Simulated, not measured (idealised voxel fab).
Herein follows the process module entitled voxel fin reveal.
cross-section cut | 235 nm wide | cells 5 nm
When this document writes out a cross-section, it uses a grid of square cells and lists it as bands, beginning at the top and moving down, with a band standing for one or more rows of cells.
In this notation a band is specified by the heights of its top and bottom, in that order and in nm, after which its materials appear from left to right, each paired with its width in nm. The word "all across" attached to a single material means that material fills the band from edge to edge; the word "air" stands for empty space.
A quick word on heights: they are counted from 0, and under that level the wafer as it came to us is one material throughout. The lowest band is different from the rest in having no bottom; it simply continues downward, written as in "0 and below".
The two numbers in a width such as "30->40" mark its ends across the band: the first belongs to the top row of cells, the second to the bottom row, and from each row to the next the width moves by the same amount.
"nothing different" -> step changed no cross-section cell.
"Sealed cavities" contains a list of empty spaces, each no smaller than 8 cells and without an open way to the top, written in the form width x height at distance with the distance from the left edge and all three in nm.
Post-settings text on a step line: simulator's own remark regarding the step.
For masked steps, "overlay nm" on the step line gives how far right of plan the mask actually lay; a minus sign means it lay to the left.
Below is the list of planned process steps
1. RECEIVE | material Si
2. CONFORMAL_DEP | material SiN | thk nm 5
3. DIRECTIONAL_DEP | material aC | thk nm 15
4. PATTERN | tone cover | mask id FINS | material resist | width nm 15 | pitch nm 45 | thk nm 30 | overlay nm 0
5. DIRECTIONAL_ETCH | etch materials aC | depth nm 15
6. STRIP | etch materials resist
7. DIRECTIONAL_ETCH | etch materials SiN | depth nm 5
8. DIRECTIONAL_ETCH | etch materials Si | depth nm 40
9. STRIP | etch materials aC
10. FILL_DEP | material SiO2 | thk nm 10
11. CMP | height nm 5
12. SELECTIVE_ETCH | etch materials SiO2 | depth nm 35
13. STRIP | etch materials SiN
The following pertains to the first of two wafers, which was processed as planned
Step 1 complete: cross-section of the wafer as received
- 0 and below = Si all across
- Sealed cavities: none
Take a look at the wafer's cross-section after step 2
- 5 down to 0 = SiN all across
- Beneath the level 0, the cross-section is identical to its previous state.
Take a look at the wafer's cross-section after step 3
- 20 down to 5 = aC all across
- Beneath the level 5, the cross-section is identical to its previous state.
Take a look at the wafer's cross-section after step 4
- 50 down to 20 = air 40; resist 15; air 30; resist 15; air 30; resist 15; air 30; resist 15; air 45
- Beneath the level 20, the cross-section is identical to its previous state.
Take a look at the wafer's cross-section after step 5
- 35 down to 20 = air 40; resist 15; air 30; resist 15; air 30; resist 15; air 30; resist 15; air 45
- 20 down to 5 = air 40; aC 15; air 30; aC 15; air 30; aC 15; air 30; aC 15; air 45
- Beneath the level 5, the cross-section is identical to its previous state.
Take a look at the wafer's cross-section after step 6
- 20 down to 5 = air 40; aC 15; air 30; aC 15; air 30; aC 15; air 30; aC 15; air 45
- Beneath the level 5, the cross-section is identical to its previous state.
Take a look at the wafer's cross-section after step 7
- 20 down to 5 = air 40; aC 15; air 30; aC 15; air 30; aC 15; air 30; aC 15; air 45
- 5 down to 0 = air 40; SiN 15; air 30; SiN 15; air 30; SiN 15; air 30; SiN 15; air 45
- Beneath the level 0, the cross-section is identical to its previous state.
Take a look at the wafer's cross-section after step 8
- 20 down to 5 = air 40; aC 15; air 30; aC 15; air 30; aC 15; air 30; aC 15; air 45
- 5 down to 0 = air 40; SiN 15; air 30; SiN 15; air 30; SiN 15; air 30; SiN 15; air 45
- 0 down to -40 = air 40; Si 15; air 30; Si 15; air 30; Si 15; air 30; Si 15; air 45
- Beneath the level -40, the cross-section is identical to its previous state.
Take a look at the wafer's cross-section after step 9
- 5 down to 0 = air 40; SiN 15; air 30; SiN 15; air 30; SiN 15; air 30; SiN 15; air 45
- Beneath the level 0, the cross-section is identical to its previous state.
Take a look at the wafer's cross-section after step 10
- 15 down to 5 = SiO2 all across
- 5 down to 0 = SiO2 40; SiN 15; SiO2 30; SiN 15; SiO2 30; SiN 15; SiO2 30; SiN 15; SiO2 45
- 0 down to -40 = SiO2 40; Si 15; SiO2 30; Si 15; SiO2 30; Si 15; SiO2 30; Si 15; SiO2 45
- Beneath the level -40, the cross-section is identical to its previous state.
Take a look at the wafer's cross-section after step 11
- 5 down to 0 = SiO2 40; SiN 15; SiO2 30; SiN 15; SiO2 30; SiN 15; SiO2 30; SiN 15; SiO2 45
- Beneath the level 0, the cross-section is identical to its previous state.
Take a look at the wafer's cross-section after step 12
- 5 down to 0 = air 40; SiN 15; air 30; SiN 15; air 30; SiN 15; air 30; SiN 15; air 45
- 0 down to -30 = air 40; Si 15; air 30; Si 15; air 30; Si 15; air 30; Si 15; air 45
- Beneath the level -30, the cross-section is identical to its previous state.
Take a look at the wafer's cross-section after step 13
- 0 down to -30 = air 40; Si 15; air 30; Si 15; air 30; Si 15; air 30; Si 15; air 45
- Beneath the level -30, the cross-section is identical to its previous state.
Second wafer. Start and plan as for the first. One mistake made in running. Agrees with the first up to and including step 11
Cross-section of the second wafer at the time by which step 12 should have been completed according to the plan
- 5 down to 0 = SiO2 40; air 15; SiO2 30; air 15; SiO2 30; air 15; SiO2 30; air 15; SiO2 45
- Beneath the level 0, the cross-section is identical to its previous state.
Cross-section of the second wafer at the time by which step 13 should have been completed according to the plan
- 0 down to -30 = air 40; Si 15; air 30; Si 15; air 30; Si 15; air 30; Si 15; air 45
- -30 down to -35 = SiO2 5; air 35; Si 15; air 30; Si 15; air 30; Si 15; air 30; Si 15; air 35; SiO2 10
- Beneath the level -35, the cross-section is identical to its previous state.
What was the processing mistake? steps 12 and 13 run out of order (swapped)
It is noted that, at the conclusion of processing, the second wafer exhibits a higher or lower cell count for certain materials relative to the first: -32 SiO2
